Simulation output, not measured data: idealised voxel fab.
process module | voxel spacer lines
cross-section cut | 210 nm wide | cells 5 nm
A cross-section is a grid of square cells, given in bands from the top down. A band is one or more rows of cells.
Each band's line starts with the height of the band's top and of its bottom, in nm. Then come its materials from left to right, each with its width in nm. One material with "throughout" fills the band from edge to edge. "air" is empty space.
Height 0 is the level under which the wafer as received is all one material. The lowest band goes on downwards, as in "0 down".
A width such as "30 to 40" changes by the same amount from each row of cells to the next, from the band's top row to its bottom row.
"no change" after a step means that no cell of the cross-section changed.
closed voids: empty space of 8 cells or more with no open way to the top, each as width x height at its distance from the left edge, in nm
after a step's settings: what the simulator itself notes on the step
overlay nm, on a step with a mask: how far to the right of its planned place the mask lay; to the left if negative
plan
1 op RECEIVE | material Si
2 op CONFORMAL_DEP | material Al2O3 | thk nm 5
3 op DIRECTIONAL_DEP | material polySi | thk nm 20
4 op DIRECTIONAL_DEP | material aC | thk nm 30
5 op PATTERN | tone cover | mask id MANDREL | material resist | width nm 15 | pitch nm 70 | thk nm 40 | overlay nm 0
6 op DIRECTIONAL_ETCH | etch materials aC | depth nm 30
7 op STRIP | etch materials resist
8 op CONFORMAL_DEP | material SiN | thk nm 10
9 op DIRECTIONAL_ETCH | etch materials SiN | depth nm 10
10 op STRIP | etch materials aC
11 op DIRECTIONAL_ETCH | etch materials polySi | depth nm 20
12 op STRIP | etch materials SiN
13 op FILL_DEP | material SiO2 | thk nm 5
14 op CMP | height nm 25
varied across the wafers: width nm of step 5. The plan shows the first wafer's value. All wafers start alike
first wafer as received, after step 1
  0 down: Si throughout
  closed voids: none
each wafer at the end: cells of each material gained (+) or lost (-) since it was received, then its closed voids
width nm 15 | +42 Al2O3 | +136 SiO2 | +32 polySi | closed voids: none
width nm 20 | +42 Al2O3 | +136 SiO2 | +32 polySi | closed voids: none
width nm 25 | +42 Al2O3 | +136 SiO2 | +32 polySi | closed voids: none
width nm 30 | +42 Al2O3 | +136 SiO2 | +32 polySi | closed voids: none
width nm 35 | +42 Al2O3 | +136 SiO2 | +32 polySi | closed voids: none
width nm 40 | +42 Al2O3 | +136 SiO2 | +32 polySi | closed voids: none
